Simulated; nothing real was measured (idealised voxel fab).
Process module under the name voxel transistor to metal
270 nm wide, 5 nm square cells: that's cross-section cut.
Cross-section, as written here: a square-cell grid given band by band from the top down, where a band holds one or more rows of cells. What a band's entry tells you: where the top is and where the bottom is, as heights in nm, and after that what lies inside, material by material from left to right, each with its width in nm. Empty space is written as the word "empty", and a single material marked with the word "full width" occupies the band from edge to edge. Heights are reckoned from 0. Under this level, the received wafer is all of one material. The bottommost band is open-ended downward, for example "0..down". A two-number width, for instance "30..40", indicates that the width is equal to the first number in the top row of the band and to the second number in the bottom row, and that it changes by a constant amount per row of cells. Take "remained the same" at face value: in the step it is given for, the cross-section changed in none of its cells. You'll see "Catalogued sealed voids" listing empty spaces that have no way open to the top, as long as they're 8 cells or more; the notation is width x height at distance, where the distance is from the left edge, and all of it is in nm. Where a step's line continues beyond its settings, the continuation is a remark by the simulator itself on that step. A step's line can hold "overlay nm"; with a mask on that step, the setting says how far right of the planned place the mask lay, while a negative setting says it lay to the left.
**Steps in the process plan**
step 1: RECEIVE, material Si
step 2: OXIDIZE, depth nm 5
step 3: CONFORMAL_DEP, material SiN, thk nm 15
step 4: MASKED_ETCH, tone cover, mask id ACTIVE, width nm 105, pitch nm 135, etch materials SiN, depth nm 15, overlay nm 0
step 5: MASKED_ETCH, tone cover, mask id ACTIVE, width nm 105, pitch nm 135, etch materials SiO2, depth nm 5, overlay nm 0
step 6: MASKED_ETCH, tone cover, mask id ACTIVE, width nm 105, pitch nm 135, etch materials Si, depth nm 35, overlay nm 0
step 7: OXIDIZE, depth nm 5
step 8: FILL_DEP, material SiO2, thk nm 15
step 9: CMP, height nm 15
step 10: SELECTIVE_ETCH, etch materials SiO2, depth nm 15
step 11: STRIP, etch materials SiN
step 12: SELECTIVE_ETCH, etch materials SiO2, depth nm 5
step 13: OXIDIZE, depth nm 5
step 14: DIRECTIONAL_DEP, material polySi, thk nm 25
step 15: DIRECTIONAL_DEP, material SiCN, thk nm 15
step 16: MASKED_ETCH, tone cover, mask id GATE, width nm 25, pitch nm 135, etch materials SiCN, depth nm 25, overlay nm 0
step 17: MASKED_ETCH, tone cover, mask id GATE, width nm 25, pitch nm 135, etch materials polySi, depth nm 35, overlay nm 0
step 18: CONFORMAL_DEP, material SiO2, thk nm 5
step 19: DIRECTIONAL_ETCH, etch materials SiO2, depth nm 5
step 20: CONFORMAL_DEP, material SiN, thk nm 10
step 21: DIRECTIONAL_ETCH, etch materials SiN, depth nm 10
step 22: DIRECTIONAL_ETCH, etch materials SiO2, depth nm 5
step 23: DIRECTIONAL_ETCH, etch materials Si, depth nm 5
step 24: EPI, material pSi, thk nm 10
step 25: FILL_DEP, material SiO2, thk nm 10
step 26: CMP, height nm 20
step 27: STRIP, etch materials polySi
step 28: SELECTIVE_ETCH, etch materials SiO2, depth nm 5
step 29: CONFORMAL_DEP, material HfO2, thk nm 5
step 30: CONFORMAL_DEP, material TiN, thk nm 5
step 31: FILL_DEP, material W, thk nm 10
step 32: CMP, height nm 15
step 33: DIRECTIONAL_DEP, material SiO2, thk nm 10
step 34: DIRECTIONAL_DEP, material aC, thk nm 10
step 35: PATTERN, tone open, mask id CONTACT, material resist, width nm 20, thk nm 30, overlay nm 0
step 36: DIRECTIONAL_ETCH, etch materials aC, depth nm 10
step 37: STRIP, etch materials resist
step 38: DIRECTIONAL_ETCH, etch materials SiO2, depth nm 30
step 39: STRIP, etch materials aC
step 40: CONFORMAL_DEP, material TiN, thk nm 5
step 41: FILL_DEP, material W, thk nm 10
step 42: CMP, height nm 25
step 43: CONFORMAL_DEP, material SiN, thk nm 5
step 44: DIRECTIONAL_DEP, material lowk, thk nm 25
step 45: DIRECTIONAL_DEP, material aC, thk nm 15
step 46: PATTERN, tone open, mask id METAL_1, material resist, width nm 20, thk nm 30, overlay nm 0
step 47: DIRECTIONAL_ETCH, etch materials aC, depth nm 15
step 48: STRIP, etch materials resist
step 49: DIRECTIONAL_ETCH, etch materials lowk, depth nm 25
step 50: DIRECTIONAL_ETCH, etch materials SiN, depth nm 5
step 51: STRIP, etch materials aC
step 52: CONFORMAL_DEP, material TiN, thk nm 5
step 53: FILL_DEP, material Cu, thk nm 5
step 54: CMP, height nm 55
step 55: EPI, material Ru, thk nm 5
step 56: FILL_DEP, material SiCN, thk nm 5
**The following pertains to the first of two wafers, which was processed as planned**
**Here's what the wafer looked like in cross-section when it arrived - that's after step 1**
* 0..down = Si full width
* Catalogued sealed voids: none
**Wafer section view after processing step 2**
* 0..-5 = SiO2 full width
* At heights below -5, the structure remains unaltered.
**Wafer section view after processing step 3**
* 15..0 = SiN full width
* At heights below 0, the structure remains unaltered.
**Wafer section view after processing step 4**
* 15..0 = empty=15, SiN=105, empty=30, SiN=105, empty=15
* At heights below 0, the structure remains unaltered.
**Wafer section view after processing step 5**
* 15..0 = empty=15, SiN=105, empty=30, SiN=105, empty=15
* 0..-5 = empty=15, SiO2=105, empty=30, SiO2=105, empty=15
* At heights below -5, the structure remains unaltered.
**Wafer section view after processing step 6**
* 15..0 = empty=15, SiN=105, empty=30, SiN=105, empty=15
* 0..-5 = empty=15, SiO2=105, empty=30, SiO2=105, empty=15
* -5..-40 = empty=15, Si=105, empty=30, Si=105, empty=15
* At heights below -40, the structure remains unaltered.
**Wafer section view after processing step 7**
* 15..0 = empty=15, SiN=105, empty=30, SiN=105, empty=15
* 0..-5 = empty=15, SiO2=105, empty=30, SiO2=105, empty=15
* -5..-40 = empty=15, SiO2=5, Si=95, SiO2=5, empty=30, SiO2=5, Si=95, SiO2=5, empty=15
* -40..-45 = SiO2=20, Si=95, SiO2=40, Si=95, SiO2=20
* At heights below -45, the structure remains unaltered.
**Wafer section view after processing step 8**
* 30..15 = SiO2 full width
* 15..0 = SiO2=15, SiN=105, SiO2=30, SiN=105, SiO2=15
* 0..-5 = SiO2 full width
* -5..-45 = SiO2=20, Si=95, SiO2=40, Si=95, SiO2=20
* At heights below -45, the structure remains unaltered.
**Wafer section view after processing step 9**
* 15..0 = SiO2=15, SiN=105, SiO2=30, SiN=105, SiO2=15
* At heights below 0, the structure remains unaltered.
**Wafer section view after processing step 10**
* 15..0 = empty=15, SiN=105, empty=30, SiN=105, empty=15
* At heights below 0, the structure remains unaltered.
**Wafer section view after processing step 11**
* 0..-5 = SiO2 full width
* At heights below -5, the structure remains unaltered.
**Wafer section view after processing step 12**
* -5..-45 = SiO2=20, Si=95, SiO2=40, Si=95, SiO2=20
* At heights below -45, the structure remains unaltered.
**Wafer section view after processing step 13**
* -5..-10 = SiO2 full width
* At heights below -10, the structure remains unaltered.
**Wafer section view after processing step 14**
* 20..-5 = polySi full width
* At heights below -5, the structure remains unaltered.
**Wafer section view after processing step 15**
* 35..20 = SiCN full width
* At heights below 20, the structure remains unaltered.
**Wafer section view after processing step 16**
* 35..20 = empty=55, SiCN=25, empty=110, SiCN=25, empty=55
* At heights below 20, the structure remains unaltered.
**Wafer section view after processing step 17**
* 35..20 = empty=55, SiCN=25, empty=110, SiCN=25, empty=55
* 20..-5 = empty=55, polySi=25, empty=110, polySi=25, empty=55
* At heights below -5, the structure remains unaltered.
**Wafer section view after processing step 18**
* 40..35 = empty=50, SiO2=35, empty=100, SiO2=35, empty=50
* 35..20 = empty=50, SiO2=5, SiCN=25, SiO2=5, empty=100, SiO2=5, SiCN=25, SiO2=5, empty=50
* 20..0 = empty=50, SiO2=5, polySi=25, SiO2=5, empty=100, SiO2=5, polySi=25, SiO2=5, empty=50
* 0..-5 = SiO2=55, polySi=25, SiO2=110, polySi=25, SiO2=55
* At heights below -5, the structure remains unaltered.
**Wafer section view after processing step 19**
* 35..20 = empty=50, SiO2=5, SiCN=25, SiO2=5, empty=100, SiO2=5, SiCN=25, SiO2=5, empty=50
* 20..-5 = empty=50, SiO2=5, polySi=25, SiO2=5, empty=100, SiO2=5, polySi=25, SiO2=5, empty=50
* At heights below -5, the structure remains unaltered.
**Wafer section view after processing step 20**
* 45..35 = empty=40, SiN=55, empty=80, SiN=55, empty=40
* 35..20 = empty=40, SiN=10, SiO2=5, SiCN=25, SiO2=5, SiN=10, empty=80, SiN=10, SiO2=5, SiCN=25, SiO2=5, SiN=10, empty=40
* 20..5 = empty=40, SiN=10, SiO2=5, polySi=25, SiO2=5, SiN=10, empty=80, SiN=10, SiO2=5, polySi=25, SiO2=5, SiN=10, empty=40
* 5..-5 = SiN=50, SiO2=5, polySi=25, SiO2=5, SiN=100, SiO2=5, polySi=25, SiO2=5, SiN=50
* At heights below -5, the structure remains unaltered.
**Wafer section view after processing step 21**
* 35..20 = empty=40, SiN=10, SiO2=5, SiCN=25, SiO2=5, SiN=10, empty=80, SiN=10, SiO2=5, SiCN=25, SiO2=5, SiN=10, empty=40
* 20..-5 = empty=40, SiN=10, SiO2=5, polySi=25, SiO2=5, SiN=10, empty=80, SiN=10, SiO2=5, polySi=25, SiO2=5, SiN=10, empty=40
* At heights below -5, the structure remains unaltered.
**Wafer section view after processing step 22**
* 35..30 = empty=40, SiN=10, empty=5, SiCN=25, empty=5, SiN=10, empty=80, SiN=10, empty=5, SiCN=25, empty=5, SiN=10, empty=40
* 30..20 = empty=40, SiN=10, SiO2=5, SiCN=25, SiO2=5, SiN=10, empty=80, SiN=10, SiO2=5, SiCN=25, SiO2=5, SiN=10, empty=40
* 20..-5 = empty=40, SiN=10, SiO2=5, polySi=25, SiO2=5, SiN=10, empty=80, SiN=10, SiO2=5, polySi=25, SiO2=5, SiN=10, empty=40
* -5..-10 = empty=40, SiO2=55, empty=80, SiO2=55, empty=40
* At heights below -10, the structure remains unaltered.
**Wafer section view after processing step 23**
* 35..30 = empty=40, SiN=10, empty=5, SiCN=25, empty=5, SiN=10, empty=80, SiN=10, empty=5, SiCN=25, empty=5, SiN=10, empty=40
* 30..20 = empty=40, SiN=10, SiO2=5, SiCN=25, SiO2=5, SiN=10, empty=80, SiN=10, SiO2=5, SiCN=25, SiO2=5, SiN=10, empty=40
* 20..-5 = empty=40, SiN=10, SiO2=5, polySi=25, SiO2=5, SiN=10, empty=80, SiN=10, SiO2=5, polySi=25, SiO2=5, SiN=10, empty=40
* -5..-10 = empty=40, SiO2=55, empty=80, SiO2=55, empty=40
* -10..-15 = SiO2=20, empty=20, Si=55, empty=20, SiO2=40, empty=20, Si=55, empty=20, SiO2=20
* At heights below -15, the structure remains unaltered.
**Wafer section view after processing step 24**
* 35..30 = empty=40, SiN=10, empty=5, SiCN=25, empty=5, SiN=10, empty=80, SiN=10, empty=5, SiCN=25, empty=5, SiN=10, empty=40
* 30..20 = empty=40, SiN=10, SiO2=5, SiCN=25, SiO2=5, SiN=10, empty=80, SiN=10, SiO2=5, SiCN=25, SiO2=5, SiN=10, empty=40
* 20..0 = empty=40, SiN=10, SiO2=5, polySi=25, SiO2=5, SiN=10, empty=80, SiN=10, SiO2=5, polySi=25, SiO2=5, SiN=10, empty=40
* 0..-5 = empty=30, pSi=10, SiN=10, SiO2=5, polySi=25, SiO2=5, SiN=10, pSi=10, empty=60, pSi=10, SiN=10, SiO2=5, polySi=25, SiO2=5, SiN=10, pSi=10, empty=30
* -5..-10 = empty=15, pSi=25, SiO2=55, pSi=25, empty=30, pSi=25, SiO2=55, pSi=25, empty=15
* -10..-15 = SiO2=20, pSi=20, Si=55, pSi=20, SiO2=40, pSi=20, Si=55, pSi=20, SiO2=20
* At heights below -15, the structure remains unaltered.
**Wafer section view after processing step 25**
* 45..35 = SiO2 full width
* 35..20 = SiO2=40, SiN=10, SiO2=5, SiCN=25, SiO2=5, SiN=10, SiO2=80, SiN=10, SiO2=5, SiCN=25, SiO2=5, SiN=10, SiO2=40
* 20..0 = SiO2=40, SiN=10, SiO2=5, polySi=25, SiO2=5, SiN=10, SiO2=80, SiN=10, SiO2=5, polySi=25, SiO2=5, SiN=10, SiO2=40
* 0..-5 = SiO2=30, pSi=10, SiN=10, SiO2=5, polySi=25, SiO2=5, SiN=10, pSi=10, SiO2=60, pSi=10, SiN=10, SiO2=5, polySi=25, SiO2=5, SiN=10, pSi=10, SiO2=30
* -5..-10 = SiO2=15, pSi=25, SiO2=55, pSi=25, SiO2=30, pSi=25, SiO2=55, pSi=25, SiO2=15
* At heights below -10, the structure remains unaltered.
**Wafer section view after processing step 26**
* 20..0 = SiO2=40, SiN=10, SiO2=5, polySi=25, SiO2=5, SiN=10, SiO2=80, SiN=10, SiO2=5, polySi=25, SiO2=5, SiN=10, SiO2=40
* At heights below 0, the structure remains unaltered.
**Wafer section view after processing step 27**
* 20..0 = SiO2=40, SiN=10, SiO2=5, empty=25, SiO2=5, SiN=10, SiO2=80, SiN=10, SiO2=5, empty=25, SiO2=5, SiN=10, SiO2=40
* 0..-5 = SiO2=30, pSi=10, SiN=10, SiO2=5, empty=25, SiO2=5, SiN=10, pSi=10, SiO2=60, pSi=10, SiN=10, SiO2=5, empty=25, SiO2=5, SiN=10, pSi=10, SiO2=30
* At heights below -5, the structure remains unaltered.
**Wafer section view after processing step 28**
* 20..15 = empty=40, SiN=10, empty=35, SiN=10, empty=80, SiN=10, empty=35, SiN=10, empty=40
* 15..0 = SiO2=40, SiN=10, empty=35, SiN=10, SiO2=80, SiN=10, empty=35, SiN=10, SiO2=40
* 0..-5 = SiO2=30, pSi=10, SiN=10, empty=35, SiN=10, pSi=10, SiO2=60, pSi=10, SiN=10, empty=35, SiN=10, pSi=10, SiO2=30
* -5..-10 = SiO2=15, pSi=25, SiO2=10, empty=35, SiO2=10, pSi=25, SiO2=30, pSi=25, SiO2=10, empty=35, SiO2=10, pSi=25, SiO2=15
* At heights below -10, the structure remains unaltered.
**Wafer section view after processing step 29**
* 25..20 = empty=35, HfO2=20, empty=25, HfO2=20, empty=70, HfO2=20, empty=25, HfO2=20, empty=35
* 20..15 = HfO2=40, SiN=10, HfO2=5, empty=25, HfO2=5, SiN=10, HfO2=80, SiN=10, HfO2=5, empty=25, HfO2=5, SiN=10, HfO2=40
* 15..0 = SiO2=40, SiN=10, HfO2=5, empty=25, HfO2=5, SiN=10, SiO2=80, SiN=10, HfO2=5, empty=25, HfO2=5, SiN=10, SiO2=40
* 0..-5 = SiO2=30, pSi=10, SiN=10, HfO2=5, empty=25, HfO2=5, SiN=10, pSi=10, SiO2=60, pSi=10, SiN=10, HfO2=5, empty=25, HfO2=5, SiN=10, pSi=10, SiO2=30
* -5..-10 = SiO2=15, pSi=25, SiO2=10, HfO2=35, SiO2=10, pSi=25, SiO2=30, pSi=25, SiO2=10, HfO2=35, SiO2=10, pSi=25, SiO2=15
* At heights below -10, the structure remains unaltered.
**Wafer section view after processing step 30**
* 30..25 = empty=30, TiN=30, empty=15, TiN=30, empty=60, TiN=30, empty=15, TiN=30, empty=30
* 25..20 = TiN=35, HfO2=20, TiN=5, empty=15, TiN=5, HfO2=20, TiN=70, HfO2=20, TiN=5, empty=15, TiN=5, HfO2=20, TiN=35
* 20..15 = HfO2=40, SiN=10, HfO2=5, TiN=5, empty=15, TiN=5, HfO2=5, SiN=10, HfO2=80, SiN=10, HfO2=5, TiN=5, empty=15, TiN=5, HfO2=5, SiN=10, HfO2=40
* 15..0 = SiO2=40, SiN=10, HfO2=5, TiN=5, empty=15, TiN=5, HfO2=5, SiN=10, SiO2=80, SiN=10, HfO2=5, TiN=5, empty=15, TiN=5, HfO2=5, SiN=10, SiO2=40
* 0..-5 = SiO2=30, pSi=10, SiN=10, HfO2=5, TiN=25, HfO2=5, SiN=10, pSi=10, SiO2=60, pSi=10, SiN=10, HfO2=5, TiN=25, HfO2=5, SiN=10, pSi=10, SiO2=30
* At heights below -5, the structure remains unaltered.
**Wafer section view after processing step 31**
* 40..30 = W full width
* 30..25 = W=30, TiN=30, W=15, TiN=30, W=60, TiN=30, W=15, TiN=30, W=30
* 25..20 = TiN=35, HfO2=20, TiN=5, W=15, TiN=5, HfO2=20, TiN=70, HfO2=20, TiN=5, W=15, TiN=5, HfO2=20, TiN=35
* 20..15 = HfO2=40, SiN=10, HfO2=5, TiN=5, W=15, TiN=5, HfO2=5, SiN=10, HfO2=80, SiN=10, HfO2=5, TiN=5, W=15, TiN=5, HfO2=5, SiN=10, HfO2=40
* 15..0 = SiO2=40, SiN=10, HfO2=5, TiN=5, W=15, TiN=5, HfO2=5, SiN=10, SiO2=80, SiN=10, HfO2=5, TiN=5, W=15, TiN=5, HfO2=5, SiN=10, SiO2=40
* At heights below 0, the structure remains unaltered.
**Wafer section view after processing step 32**
* 15..0 = SiO2=40, SiN=10, HfO2=5, TiN=5, W=15, TiN=5, HfO2=5, SiN=10, SiO2=80, SiN=10, HfO2=5, TiN=5, W=15, TiN=5, HfO2=5, SiN=10, SiO2=40
* At heights below 0, the structure remains unaltered.
**Wafer section view after processing step 33**
* 25..15 = SiO2 full width
* At heights below 15, the structure remains unaltered.
**Wafer section view after processing step 34**
* 35..25 = aC full width
* At heights below 25, the structure remains unaltered.
**Wafer section view after processing step 35**
* 65..35 = resist=20, empty=20, resist=55, empty=20, resist=40, empty=20, resist=55, empty=20, resist=20
* At heights below 35, the structure remains unaltered.
**Wafer section view after processing step 36**
* 55..35 = resist=20, empty=20, resist=55, empty=20, resist=40, empty=20, resist=55, empty=20, resist=20
* 35..25 = aC=20, empty=20, aC=55, empty=20, aC=40, empty=20, aC=55, empty=20, aC=20
* At heights below 25, the structure remains unaltered.
**Wafer section view after processing step 37**
* 35..25 = aC=20, empty=20, aC=55, empty=20, aC=40, empty=20, aC=55, empty=20, aC=20
* At heights below 25, the structure remains unaltered.
**Wafer section view after processing step 38**
* 35..25 = aC=20, empty=20, aC=55, empty=20, aC=40, empty=20, aC=55, empty=20, aC=20
* 25..15 = SiO2=20, empty=20, SiO2=55, empty=20, SiO2=40, empty=20, SiO2=55, empty=20, SiO2=20
* 15..0 = SiO2=20, empty=20, SiN=10, HfO2=5, TiN=5, W=15, TiN=5, HfO2=5, SiN=10, empty=20, SiO2=40, empty=20, SiN=10, HfO2=5, TiN=5, W=15, TiN=5, HfO2=5, SiN=10, empty=20, SiO2=20
* 0..-5 = SiO2=20, empty=10, pSi=10, SiN=10, HfO2=5, TiN=25, HfO2=5, SiN=10, pSi=10, empty=10, SiO2=40, empty=10, pSi=10, SiN=10, HfO2=5, TiN=25, HfO2=5, SiN=10, pSi=10, empty=10, SiO2=20
* At heights below -5, the structure remains unaltered.
**Wafer section view after processing step 39**
* 25..15 = SiO2=20, empty=20, SiO2=55, empty=20, SiO2=40, empty=20, SiO2=55, empty=20, SiO2=20
* At heights below 15, the structure remains unaltered.
**Wafer section view after processing step 40**
* 30..25 = TiN=25, empty=10, TiN=65, empty=10, TiN=50, empty=10, TiN=65, empty=10, TiN=25
* 25..15 = SiO2=20, TiN=5, empty=10, TiN=5, SiO2=55, TiN=5, empty=10, TiN=5, SiO2=40, TiN=5, empty=10, TiN=5, SiO2=55, TiN=5, empty=10, TiN=5, SiO2=20
* 15..5 = SiO2=20, TiN=5, empty=10, TiN=5, SiN=10, HfO2=5, TiN=5, W=15, TiN=5, HfO2=5, SiN=10, TiN=5, empty=10, TiN=5, SiO2=40, TiN=5, empty=10, TiN=5, SiN=10, HfO2=5, TiN=5, W=15, TiN=5, HfO2=5, SiN=10, TiN=5, empty=10, TiN=5, SiO2=20
* 5..0 = SiO2=20, TiN=20, SiN=10, HfO2=5, TiN=5, W=15, TiN=5, HfO2=5, SiN=10, TiN=20, SiO2=40, TiN=20, SiN=10, HfO2=5, TiN=5, W=15, TiN=5, HfO2=5, SiN=10, TiN=20, SiO2=20
* 0..-5 = SiO2=20, TiN=10, pSi=10, SiN=10, HfO2=5, TiN=25, HfO2=5, SiN=10, pSi=10, TiN=10, SiO2=40, TiN=10, pSi=10, SiN=10, HfO2=5, TiN=25, HfO2=5, SiN=10, pSi=10, TiN=10, SiO2=20
* At heights below -5, the structure remains unaltered.
**Wafer section view after processing step 41**
* 40..30 = W full width
* 30..25 = TiN=25, W=10, TiN=65, W=10, TiN=50, W=10, TiN=65, W=10, TiN=25
* 25..15 = SiO2=20, TiN=5, W=10, TiN=5, SiO2=55, TiN=5, W=10, TiN=5, SiO2=40, TiN=5, W=10, TiN=5, SiO2=55, TiN=5, W=10, TiN=5, SiO2=20
* 15..5 = SiO2=20, TiN=5, W=10, TiN=5, SiN=10, HfO2=5, TiN=5, W=15, TiN=5, HfO2=5, SiN=10, TiN=5, W=10, TiN=5, SiO2=40, TiN=5, W=10, TiN=5, SiN=10, HfO2=5, TiN=5, W=15, TiN=5, HfO2=5, SiN=10, TiN=5, W=10, TiN=5, SiO2=20
* At heights below 5, the structure remains unaltered.
**Wafer section view after processing step 42**
* 25..15 = SiO2=20, TiN=5, W=10, TiN=5, SiO2=55, TiN=5, W=10, TiN=5, SiO2=40, TiN=5, W=10, TiN=5, SiO2=55, TiN=5, W=10, TiN=5, SiO2=20
* At heights below 15, the structure remains unaltered.
**Wafer section view after processing step 43**
* 30..25 = SiN full width
* At heights below 25, the structure remains unaltered.
**Wafer section view after processing step 44**
* 55..30 = lowk full width
* At heights below 30, the structure remains unaltered.
**Wafer section view after processing step 45**
* 70..55 = aC full width
* At heights below 55, the structure remains unaltered.
**Wafer section view after processing step 46**
* 100..70 = resist=20, empty=20, resist=55, empty=20, resist=40, empty=20, resist=55, empty=20, resist=20
* At heights below 70, the structure remains unaltered.
**Wafer section view after processing step 47**
* 85..70 = resist=20, empty=20, resist=55, empty=20, resist=40, empty=20, resist=55, empty=20, resist=20
* 70..55 = aC=20, empty=20, aC=55, empty=20, aC=40, empty=20, aC=55, empty=20, aC=20
* At heights below 55, the structure remains unaltered.
**Wafer section view after processing step 48**
* 70..55 = aC=20, empty=20, aC=55, empty=20, aC=40, empty=20, aC=55, empty=20, aC=20
* At heights below 55, the structure remains unaltered.
**Wafer section view after processing step 49**
* 70..55 = aC=20, empty=20, aC=55, empty=20, aC=40, empty=20, aC=55, empty=20, aC=20
* 55..30 = lowk=20, empty=20, lowk=55, empty=20, lowk=40, empty=20, lowk=55, empty=20, lowk=20
* At heights below 30, the structure remains unaltered.
**Wafer section view after processing step 50**
* 70..55 = aC=20, empty=20, aC=55, empty=20, aC=40, empty=20, aC=55, empty=20, aC=20
* 55..30 = lowk=20, empty=20, lowk=55, empty=20, lowk=40, empty=20, lowk=55, empty=20, lowk=20
* 30..25 = SiN=20, empty=20, SiN=55, empty=20, SiN=40, empty=20, SiN=55, empty=20, SiN=20
* At heights below 25, the structure remains unaltered.
**Wafer section view after processing step 51**
* 55..30 = lowk=20, empty=20, lowk=55, empty=20, lowk=40, empty=20, lowk=55, empty=20, lowk=20
* At heights below 30, the structure remains unaltered.
**Wafer section view after processing step 52**
* 60..55 = TiN=25, empty=10, TiN=65, empty=10, TiN=50, empty=10, TiN=65, empty=10, TiN=25
* 55..30 = lowk=20, TiN=5, empty=10, TiN=5, lowk=55, TiN=5, empty=10, TiN=5, lowk=40, TiN=5, empty=10, TiN=5, lowk=55, TiN=5, empty=10, TiN=5, lowk=20
* 30..25 = SiN=20, TiN=20, SiN=55, TiN=20, SiN=40, TiN=20, SiN=55, TiN=20, SiN=20
* At heights below 25, the structure remains unaltered.
**Wafer section view after processing step 53**
* 65..60 = Cu full width
* 60..55 = TiN=25, Cu=10, TiN=65, Cu=10, TiN=50, Cu=10, TiN=65, Cu=10, TiN=25
* 55..30 = lowk=20, TiN=5, Cu=10, TiN=5, lowk=55, TiN=5, Cu=10, TiN=5, lowk=40, TiN=5, Cu=10, TiN=5, lowk=55, TiN=5, Cu=10, TiN=5, lowk=20
* At heights below 30, the structure remains unaltered.
**Wafer section view after processing step 54**
* 55..30 = lowk=20, TiN=5, Cu=10, TiN=5, lowk=55, TiN=5, Cu=10, TiN=5, lowk=40, TiN=5, Cu=10, TiN=5, lowk=55, TiN=5, Cu=10, TiN=5, lowk=20
* At heights below 30, the structure remains unaltered.
**Wafer section view after processing step 55**
* 60..55 = empty=15, Ru=30, empty=45, Ru=30, empty=30, Ru=30, empty=45, Ru=30, empty=15
* At heights below 55, the structure remains unaltered.
**Wafer section view after processing step 56**
* 65..60 = SiCN full width
* 60..55 = SiCN=15, Ru=30, SiCN=45, Ru=30, SiCN=30, Ru=30, SiCN=45, Ru=30, SiCN=15
* At heights below 55, the structure remains unaltered.
**Second wafer, same starting state and plan as the first, one mistake in the run, identical through step 43**
**Second wafer, cross-section, planned end of step 44**
* 50..30 = lowk full width
* At heights below 30, the structure remains unaltered.
**Second wafer, cross-section, planned end of step 45**
* 65..50 = aC full width
* At heights below 50, the structure remains unaltered.
**Second wafer, cross-section, planned end of step 46**
* 95..65 = resist=20, empty=20, resist=55, empty=20, resist=40, empty=20, resist=55, empty=20, resist=20
* At heights below 65, the structure remains unaltered.
**Second wafer, cross-section, planned end of step 47**
* 80..65 = resist=20, empty=20, resist=55, empty=20, resist=40, empty=20, resist=55, empty=20, resist=20
* 65..50 = aC=20, empty=20, aC=55, empty=20, aC=40, empty=20, aC=55, empty=20, aC=20
* At heights below 50, the structure remains unaltered.
**Second wafer, cross-section, planned end of step 48**
* 65..50 = aC=20, empty=20, aC=55, empty=20, aC=40, empty=20, aC=55, empty=20, aC=20
* At heights below 50, the structure remains unaltered.
**Second wafer, cross-section, planned end of step 49**
* 65..50 = aC=20, empty=20, aC=55, empty=20, aC=40, empty=20, aC=55, empty=20, aC=20
* 50..30 = lowk=20, empty=20, lowk=55, empty=20, lowk=40, empty=20, lowk=55, empty=20, lowk=20
* At heights below 30, the structure remains unaltered.
**Second wafer, cross-section, planned end of step 50**
* 65..50 = aC=20, empty=20, aC=55, empty=20, aC=40, empty=20, aC=55, empty=20, aC=20
* 50..30 = lowk=20, empty=20, lowk=55, empty=20, lowk=40, empty=20, lowk=55, empty=20, lowk=20
* 30..25 = SiN=20, empty=20, SiN=55, empty=20, SiN=40, empty=20, SiN=55, empty=20, SiN=20
* At heights below 25, the structure remains unaltered.
**Second wafer, cross-section, planned end of step 51**
* 50..30 = lowk=20, empty=20, lowk=55, empty=20, lowk=40, empty=20, lowk=55, empty=20, lowk=20
* At heights below 30, the structure remains unaltered.
**Second wafer, cross-section, planned end of step 52**
* 55..50 = TiN=25, empty=10, TiN=65, empty=10, TiN=50, empty=10, TiN=65, empty=10, TiN=25
* 50..30 = lowk=20, TiN=5, empty=10, TiN=5, lowk=55, TiN=5, empty=10, TiN=5, lowk=40, TiN=5, empty=10, TiN=5, lowk=55, TiN=5, empty=10, TiN=5, lowk=20
* 30..25 = SiN=20, TiN=20, SiN=55, TiN=20, SiN=40, TiN=20, SiN=55, TiN=20, SiN=20
* At heights below 25, the structure remains unaltered.
**Second wafer, cross-section, planned end of step 53**
* 60..55 = Cu full width
* 55..50 = TiN=25, Cu=10, TiN=65, Cu=10, TiN=50, Cu=10, TiN=65, Cu=10, TiN=25
* 50..30 = lowk=20, TiN=5, Cu=10, TiN=5, lowk=55, TiN=5, Cu=10, TiN=5, lowk=40, TiN=5, Cu=10, TiN=5, lowk=55, TiN=5, Cu=10, TiN=5, lowk=20
* At heights below 30, the structure remains unaltered.
**Second wafer, cross-section, planned end of step 54**
* 55..50 = TiN=25, Cu=10, TiN=65, Cu=10, TiN=50, Cu=10, TiN=65, Cu=10, TiN=25
* At heights below 50, the structure remains unaltered.
**Second wafer, cross-section, planned end of step 55**
* 60..55 = Ru full width
* At heights below 55, the structure remains unaltered.
**Second wafer, cross-section, planned end of step 56**
* 65..60 = SiCN full width
* At heights below 60, the structure remains unaltered.
Misprocessing identified: step 44 ran differently from the plan; actual operation with settings: DIRECTIONAL_DEP, material lowk, thk nm 20
Upon completion, the second wafer contains, in terms of cells, a greater or smaller amount of certain materials than the first wafer: +30 Ru; -30 SiCN; +38 TiN; -38 lowk
